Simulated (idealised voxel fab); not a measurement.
Title: Process Module voxel tone inversion
Shown is cross-section cut, with a width of 295 nm and square cells of size 5 nm.
Throughout this document, each cross-section is represented as a grid of square cells and is presented as a sequence of bands enumerated from the top downward, where a band comprises one or more rows of cells.
Top height, bottom height, nm. Materials left to right, width each, nm. Single material + "throughout" = fills band edge to edge. "empty" = empty.
Height 0 is the level under which the wafer as received is all one material. The lowest band goes on downwards, as in "0 down".
Width spec "30 to 40" -> top row of cells at first value, bottom row at second value, equal per-row change in between.
Where the words "no change" appear for a step, the cross-section shows no cell changed by that step; every cell remained as before.
Reported under the label "Enclosed void catalog" are the empty spaces having no open way to the top and comprising 8 cells or more; the notation for each is width x height at distance, in which the distance is measured from the left edge and all three values are in nm.
Read whatever lies past the settings on a step's line as the simulator's own remark about the step.
On any step carrying a mask, the "overlay nm" setting, if present on the step's line, tells how far right of its planned place the mask lay; negative values point to the left.
Process steps (planned)
1: RECEIVE (material Si)
2: CONFORMAL_DEP (material SiN; thk nm 5)
3: DIRECTIONAL_DEP (material polySi; thk nm 20)
4: PATTERN (tone cover; mask id POSTS; material resist; width nm 25; pitch nm 55; thk nm 25; overlay nm 0)
5: DIRECTIONAL_ETCH (etch materials polySi; depth nm 20)
6: STRIP (etch materials resist)
7: FILL_DEP (material lowk; thk nm 5)
8: CMP (height nm 25)
9: STRIP (etch materials polySi)
10: CONFORMAL_DEP (material TiN; thk nm 5)
11: FILL_DEP (material Cu; thk nm 10)
12: CMP (height nm 25)
13: CONFORMAL_DEP (material SiCN; thk nm 5)
Below: the first of two wafers, run as planned
So this is the incoming wafer in cross-section - it's already been through step 1
- 0 down: Si throughout
- Enclosed void catalog: none
State of the wafer after step 2, shown in cross-section
- 5 to 0: SiN throughout
- Everything under 0 stays put, no change at all.
State of the wafer after step 3, shown in cross-section
- 25 to 5: polySi throughout
- Everything under 5 stays put, no change at all.
State of the wafer after step 4, shown in cross-section
- 50 to 25: empty 80 nm, then resist 25 nm, then empty 30 nm, then resist 25 nm, then empty 30 nm, then resist 25 nm, then empty 80 nm
- Everything under 25 stays put, no change at all.
State of the wafer after step 5, shown in cross-section
- 50 to 25: empty 80 nm, then resist 25 nm, then empty 30 nm, then resist 25 nm, then empty 30 nm, then resist 25 nm, then empty 80 nm
- 25 to 5: empty 80 nm, then polySi 25 nm, then empty 30 nm, then polySi 25 nm, then empty 30 nm, then polySi 25 nm, then empty 80 nm
- Everything under 5 stays put, no change at all.
State of the wafer after step 6, shown in cross-section
- 25 to 5: empty 80 nm, then polySi 25 nm, then empty 30 nm, then polySi 25 nm, then empty 30 nm, then polySi 25 nm, then empty 80 nm
- Everything under 5 stays put, no change at all.
State of the wafer after step 7, shown in cross-section
- 30 to 25: lowk throughout
- 25 to 5: lowk 80 nm, then polySi 25 nm, then lowk 30 nm, then polySi 25 nm, then lowk 30 nm, then polySi 25 nm, then lowk 80 nm
- Everything under 5 stays put, no change at all.
State of the wafer after step 8, shown in cross-section
- 25 to 5: lowk 80 nm, then polySi 25 nm, then lowk 30 nm, then polySi 25 nm, then lowk 30 nm, then polySi 25 nm, then lowk 80 nm
- Everything under 5 stays put, no change at all.
State of the wafer after step 9, shown in cross-section
- 25 to 5: lowk 80 nm, then empty 25 nm, then lowk 30 nm, then empty 25 nm, then lowk 30 nm, then empty 25 nm, then lowk 80 nm
- Everything under 5 stays put, no change at all.
State of the wafer after step 10, shown in cross-section
- 30 to 25: TiN 85 nm, then empty 15 nm, then TiN 40 nm, then empty 15 nm, then TiN 40 nm, then empty 15 nm, then TiN 85 nm
- 25 to 10: lowk 80 nm, then TiN 5 nm, then empty 15 nm, then TiN 5 nm, then lowk 30 nm, then TiN 5 nm, then empty 15 nm, then TiN 5 nm, then lowk 30 nm, then TiN 5 nm, then empty 15 nm, then TiN 5 nm, then lowk 80 nm
- 10 to 5: lowk 80 nm, then TiN 25 nm, then lowk 30 nm, then TiN 25 nm, then lowk 30 nm, then TiN 25 nm, then lowk 80 nm
- Everything under 5 stays put, no change at all.
State of the wafer after step 11, shown in cross-section
- 40 to 30: Cu throughout
- 30 to 25: TiN 85 nm, then Cu 15 nm, then TiN 40 nm, then Cu 15 nm, then TiN 40 nm, then Cu 15 nm, then TiN 85 nm
- 25 to 10: lowk 80 nm, then TiN 5 nm, then Cu 15 nm, then TiN 5 nm, then lowk 30 nm, then TiN 5 nm, then Cu 15 nm, then TiN 5 nm, then lowk 30 nm, then TiN 5 nm, then Cu 15 nm, then TiN 5 nm, then lowk 80 nm
- Everything under 10 stays put, no change at all.
State of the wafer after step 12, shown in cross-section
- 25 to 10: lowk 80 nm, then TiN 5 nm, then Cu 15 nm, then TiN 5 nm, then lowk 30 nm, then TiN 5 nm, then Cu 15 nm, then TiN 5 nm, then lowk 30 nm, then TiN 5 nm, then Cu 15 nm, then TiN 5 nm, then lowk 80 nm
- Everything under 10 stays put, no change at all.
State of the wafer after step 13, shown in cross-section
- 30 to 25: SiCN throughout
- Everything under 25 stays put, no change at all.
Second of two: same start, same plan, one run error; steps up to and including 2 match the first
Cross-section of the second wafer at the time by which step 3 should have been completed according to the plan
- 25 to 5: Cu throughout
- Everything under 5 stays put, no change at all.
Cross-section of the second wafer at the time by which step 4 should have been completed according to the plan
- 50 to 25: empty 80 nm, then resist 25 nm, then empty 30 nm, then resist 25 nm, then empty 30 nm, then resist 25 nm, then empty 80 nm
- Everything under 25 stays put, no change at all.
Cross-section of the second wafer at the time by which step 5 should have been completed according to the plan: no change
Cross-section of the second wafer at the time by which step 6 should have been completed according to the plan
- 25 to 5: Cu throughout
- Everything under 5 stays put, no change at all.
Cross-section of the second wafer at the time by which step 7 should have been completed according to the plan
- 30 to 25: lowk throughout
- Everything under 25 stays put, no change at all.
Cross-section of the second wafer at the time by which step 8 should have been completed according to the plan
- 25 to 5: Cu throughout
- Everything under 5 stays put, no change at all.
Cross-section of the second wafer at the time by which step 9 should have been completed according to the plan: no change
Cross-section of the second wafer at the time by which step 10 should have been completed according to the plan
- 30 to 25: TiN throughout
- Everything under 25 stays put, no change at all.
Cross-section of the second wafer at the time by which step 11 should have been completed according to the plan
- 40 to 30: Cu throughout
- Everything under 30 stays put, no change at all.
Cross-section of the second wafer at the time by which step 12 should have been completed according to the plan
- 25 to 5: Cu throughout
- Everything under 5 stays put, no change at all.
Cross-section of the second wafer at the time by which step 13 should have been completed according to the plan
- 30 to 25: SiCN throughout
- Everything under 25 stays put, no change at all.
What broke from the plan during processing? note that step 3 departed from the planned setting and was carried out as DIRECTIONAL_DEP (material Cu; thk nm 20)
It is noted that, at the conclusion of processing, the second wafer exhibits a higher or lower cell count for certain materials relative to the first: 209 more of Cu | 33 fewer of TiN | 176 fewer of lowk
